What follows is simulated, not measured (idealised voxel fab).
A process module follows: voxel self aligned vias.
We display cut, a cross-section 225 nm in width whose square cells are each 5 nm.
When this document writes out a cross-section, it uses a grid of square cells and lists it as bands, beginning at the top and moving down, with a band standing for one or more rows of cells.
Quick guide to a band line: top height, bottom height (nm) up front; then every material left to right with its width in nm. Only one material and it's marked "full width"? Then it fills the band edge to edge. And "empty" just means empty space.
We count height from 0. Below that, the starting wafer is all one material. The lowest band never ends at the bottom but goes on down; see "0..down" for how that is written.
Width: "30..40" (first number = top row, second number = bottom row, same change from row to row of cells).
"everything unchanged" (step): cross-section cells unchanged, all of them.
"Entrapped void list" - sealed voids, min. 8 cells, no opening to top; format: width x height at distance (distance from left edge; nm throughout).
Step line, after settings: the simulator's comment on this step.
overlay nm, on a step with a mask: how far to the right of its planned place the mask lay; to the left if negative

-- Here's what the planned process steps look like
1,RECEIVE | material Si
2,CONFORMAL_DEP | material SiO2 | thk nm 15
3,CONFORMAL_DEP | material SiCN | thk nm 5
4,DIRECTIONAL_DEP | material SiO2 | thk nm 20
5,MASKED_ETCH | tone open | mask id LINES | width nm 25 | pitch nm 75 | etch materials SiO2 | depth nm 20 | overlay nm 0
6,CONFORMAL_DEP | material TiN | thk nm 5
7,FILL_DEP | material W | thk nm 10
8,CMP | height nm 40
9,SELECTIVE_ETCH | etch materials W Ru TiN | depth nm 5
10,FILL_DEP | material SiN | thk nm 10
11,CMP | height nm 40
12,DIRECTIONAL_DEP | material SiO2 | thk nm 15
13,DIRECTIONAL_DEP | material aC | thk nm 10
14,PATTERN | tone open | mask id VIAS | material resist | width nm 45 | pitch nm 75 | thk nm 30 | overlay nm 0
15,DIRECTIONAL_ETCH | etch materials aC | depth nm 10
16,STRIP | etch materials resist
17,DIRECTIONAL_ETCH | etch materials SiO2 | depth nm 15
18,DIRECTIONAL_ETCH | etch materials SiN | depth nm 5
19,STRIP | etch materials aC
20,CONFORMAL_DEP | material TiN | thk nm 5
21,FILL_DEP | material Cu | thk nm 10
22,CMP | height nm 55
23,CONFORMAL_DEP | material SiN | thk nm 5

-- The first of two wafers, run as planned

-- Cross-section of the incoming wafer, state after step 1
* 0..down: Si full width
* Entrapped void list: none

-- The following cross-section depicts the wafer upon completion of step 2
* 15..0: SiO2 full width
* Rest of section, below 0: as before.

-- The following cross-section depicts the wafer upon completion of step 3
* 20..15: SiCN full width
* Rest of section, below 15: as before.

-- The following cross-section depicts the wafer upon completion of step 4
* 40..20: SiO2 full width
* Rest of section, below 20: as before.

-- The following cross-section depicts the wafer upon completion of step 5
* 40..20: 60 nm SiO2, then 25 nm empty, then 50 nm SiO2, then 25 nm empty, then 65 nm SiO2
* Rest of section, below 20: as before.

-- The following cross-section depicts the wafer upon completion of step 6
* 45..40: 65 nm TiN, then 15 nm empty, then 60 nm TiN, then 15 nm empty, then 70 nm TiN
* 40..25: 60 nm SiO2, then 5 nm TiN, then 15 nm empty, then 5 nm TiN, then 50 nm SiO2, then 5 nm TiN, then 15 nm empty, then 5 nm TiN, then 65 nm SiO2
* 25..20: 60 nm SiO2, then 25 nm TiN, then 50 nm SiO2, then 25 nm TiN, then 65 nm SiO2
* Rest of section, below 20: as before.

-- The following cross-section depicts the wafer upon completion of step 7
* 55..45: W full width
* 45..40: 65 nm TiN, then 15 nm W, then 60 nm TiN, then 15 nm W, then 70 nm TiN
* 40..25: 60 nm SiO2, then 5 nm TiN, then 15 nm W, then 5 nm TiN, then 50 nm SiO2, then 5 nm TiN, then 15 nm W, then 5 nm TiN, then 65 nm SiO2
* Rest of section, below 25: as before.

-- The following cross-section depicts the wafer upon completion of step 8
* 40..25: 60 nm SiO2, then 5 nm TiN, then 15 nm W, then 5 nm TiN, then 50 nm SiO2, then 5 nm TiN, then 15 nm W, then 5 nm TiN, then 65 nm SiO2
* Rest of section, below 25: as before.

-- The following cross-section depicts the wafer upon completion of step 9
* 40..35: 60 nm SiO2, then 25 nm empty, then 50 nm SiO2, then 25 nm empty, then 65 nm SiO2
* Rest of section, below 35: as before.

-- The following cross-section depicts the wafer upon completion of step 10
* 50..40: SiN full width
* 40..35: 60 nm SiO2, then 25 nm SiN, then 50 nm SiO2, then 25 nm SiN, then 65 nm SiO2
* Rest of section, below 35: as before.

-- The following cross-section depicts the wafer upon completion of step 11
* 40..35: 60 nm SiO2, then 25 nm SiN, then 50 nm SiO2, then 25 nm SiN, then 65 nm SiO2
* Rest of section, below 35: as before.

-- The following cross-section depicts the wafer upon completion of step 12
* 55..40: SiO2 full width
* Rest of section, below 40: as before.

-- The following cross-section depicts the wafer upon completion of step 13
* 65..55: aC full width
* Rest of section, below 55: as before.

-- The following cross-section depicts the wafer upon completion of step 14
* 95..65: 50 nm resist, then 45 nm empty, then 30 nm resist, then 45 nm empty, then 55 nm resist
* Rest of section, below 65: as before.

-- The following cross-section depicts the wafer upon completion of step 15
* 85..65: 50 nm resist, then 45 nm empty, then 30 nm resist, then 45 nm empty, then 55 nm resist
* 65..55: 50 nm aC, then 45 nm empty, then 30 nm aC, then 45 nm empty, then 55 nm aC
* Rest of section, below 55: as before.

-- The following cross-section depicts the wafer upon completion of step 16
* 65..55: 50 nm aC, then 45 nm empty, then 30 nm aC, then 45 nm empty, then 55 nm aC
* Rest of section, below 55: as before.

-- The following cross-section depicts the wafer upon completion of step 17
* 65..55: 50 nm aC, then 45 nm empty, then 30 nm aC, then 45 nm empty, then 55 nm aC
* 55..40: 50 nm SiO2, then 45 nm empty, then 30 nm SiO2, then 45 nm empty, then 55 nm SiO2
* Rest of section, below 40: as before.

-- The following cross-section depicts the wafer upon completion of step 18
* 65..55: 50 nm aC, then 45 nm empty, then 30 nm aC, then 45 nm empty, then 55 nm aC
* 55..40: 50 nm SiO2, then 45 nm empty, then 30 nm SiO2, then 45 nm empty, then 55 nm SiO2
* 40..35: 60 nm SiO2, then 25 nm empty, then 50 nm SiO2, then 25 nm empty, then 65 nm SiO2
* Rest of section, below 35: as before.

-- The following cross-section depicts the wafer upon completion of step 19
* 55..40: 50 nm SiO2, then 45 nm empty, then 30 nm SiO2, then 45 nm empty, then 55 nm SiO2
* Rest of section, below 40: as before.

-- The following cross-section depicts the wafer upon completion of step 20
* 60..55: 55 nm TiN, then 35 nm empty, then 40 nm TiN, then 35 nm empty, then 60 nm TiN
* 55..45: 50 nm SiO2, then 5 nm TiN, then 35 nm empty, then 5 nm TiN, then 30 nm SiO2, then 5 nm TiN, then 35 nm empty, then 5 nm TiN, then 55 nm SiO2
* 45..40: 50 nm SiO2, then 15 nm TiN, then 15 nm empty, then 15 nm TiN, then 30 nm SiO2, then 15 nm TiN, then 15 nm empty, then 15 nm TiN, then 55 nm SiO2
* 40..35: 60 nm SiO2, then 25 nm TiN, then 50 nm SiO2, then 25 nm TiN, then 65 nm SiO2
* Rest of section, below 35: as before.

-- The following cross-section depicts the wafer upon completion of step 21
* 70..60: Cu full width
* 60..55: 55 nm TiN, then 35 nm Cu, then 40 nm TiN, then 35 nm Cu, then 60 nm TiN
* 55..45: 50 nm SiO2, then 5 nm TiN, then 35 nm Cu, then 5 nm TiN, then 30 nm SiO2, then 5 nm TiN, then 35 nm Cu, then 5 nm TiN, then 55 nm SiO2
* 45..40: 50 nm SiO2, then 15 nm TiN, then 15 nm Cu, then 15 nm TiN, then 30 nm SiO2, then 15 nm TiN, then 15 nm Cu, then 15 nm TiN, then 55 nm SiO2
* Rest of section, below 40: as before.

-- The following cross-section depicts the wafer upon completion of step 22
* 55..45: 50 nm SiO2, then 5 nm TiN, then 35 nm Cu, then 5 nm TiN, then 30 nm SiO2, then 5 nm TiN, then 35 nm Cu, then 5 nm TiN, then 55 nm SiO2
* Rest of section, below 45: as before.

-- The following cross-section depicts the wafer upon completion of step 23
* 60..55: SiN full width
* Rest of section, below 55: as before.

-- The Second Wafer: Common Origin and Plan, One Mistake in Execution, Identical to the First Through Step 16

-- Second wafer, section view, time point: scheduled end of step 17
* 65..55: 50 nm aC, then 45 nm empty, then 30 nm aC, then 45 nm empty, then 55 nm aC
* 55..40: 50 nm SiO2, then 45 nm empty, then 30 nm SiO2, then 45 nm empty, then 55 nm SiO2
* 40..35: 50 nm SiO2, then 10 nm empty, then 25 nm SiN, then 10 nm empty, then 30 nm SiO2, then 10 nm empty, then 25 nm SiN, then 10 nm empty, then 55 nm SiO2
* 35..30: 50 nm SiO2, then 10 nm empty, then 5 nm TiN, then 15 nm W, then 5 nm TiN, then 10 nm empty, then 30 nm SiO2, then 10 nm empty, then 5 nm TiN, then 15 nm W, then 5 nm TiN, then 10 nm empty, then 55 nm SiO2
* Rest of section, below 30: as before.

-- Second wafer, section view, time point: scheduled end of step 18
* 65..55: 50 nm aC, then 45 nm empty, then 30 nm aC, then 45 nm empty, then 55 nm aC
* 55..35: 50 nm SiO2, then 45 nm empty, then 30 nm SiO2, then 45 nm empty, then 55 nm SiO2
* Rest of section, below 35: as before.

-- Second wafer, section view, time point: scheduled end of step 19
* 55..35: 50 nm SiO2, then 45 nm empty, then 30 nm SiO2, then 45 nm empty, then 55 nm SiO2
* Rest of section, below 35: as before.

-- Second wafer, section view, time point: scheduled end of step 20
* 60..55: 55 nm TiN, then 35 nm empty, then 40 nm TiN, then 35 nm empty, then 60 nm TiN
* 55..40: 50 nm SiO2, then 5 nm TiN, then 35 nm empty, then 5 nm TiN, then 30 nm SiO2, then 5 nm TiN, then 35 nm empty, then 5 nm TiN, then 55 nm SiO2
* 40..35: 50 nm SiO2, then 45 nm TiN, then 30 nm SiO2, then 45 nm TiN, then 55 nm SiO2
* 35..25: 50..60 nm SiO2, then 15..5 nm TiN, then 15 nm W, then 15..5 nm TiN, then 30..50 nm SiO2, then 15..5 nm TiN, then 15 nm W, then 15..5 nm TiN, then 55..65 nm SiO2
* Rest of section, below 25: as before.

-- Second wafer, section view, time point: scheduled end of step 21
* 70..60: Cu full width
* 60..55: 55 nm TiN, then 35 nm Cu, then 40 nm TiN, then 35 nm Cu, then 60 nm TiN
* 55..40: 50 nm SiO2, then 5 nm TiN, then 35 nm Cu, then 5 nm TiN, then 30 nm SiO2, then 5 nm TiN, then 35 nm Cu, then 5 nm TiN, then 55 nm SiO2
* Rest of section, below 40: as before.

-- Second wafer, section view, time point: scheduled end of step 22
* 55..40: 50 nm SiO2, then 5 nm TiN, then 35 nm Cu, then 5 nm TiN, then 30 nm SiO2, then 5 nm TiN, then 35 nm Cu, then 5 nm TiN, then 55 nm SiO2
* Rest of section, below 40: as before.

-- Second wafer, section view, time point: scheduled end of step 23
* 60..55: SiN full width
* Rest of section, below 55: as before.
Plan not followed: step 17 ran with different settings than intended, the actual operation and settings being DIRECTIONAL_ETCH | etch materials SiO2 | depth nm 25
Upon completion, the second wafer contains, in terms of cells, a greater or smaller amount of certain materials than the first wafer: +8 Cu, -16 SiO2, +8 TiN
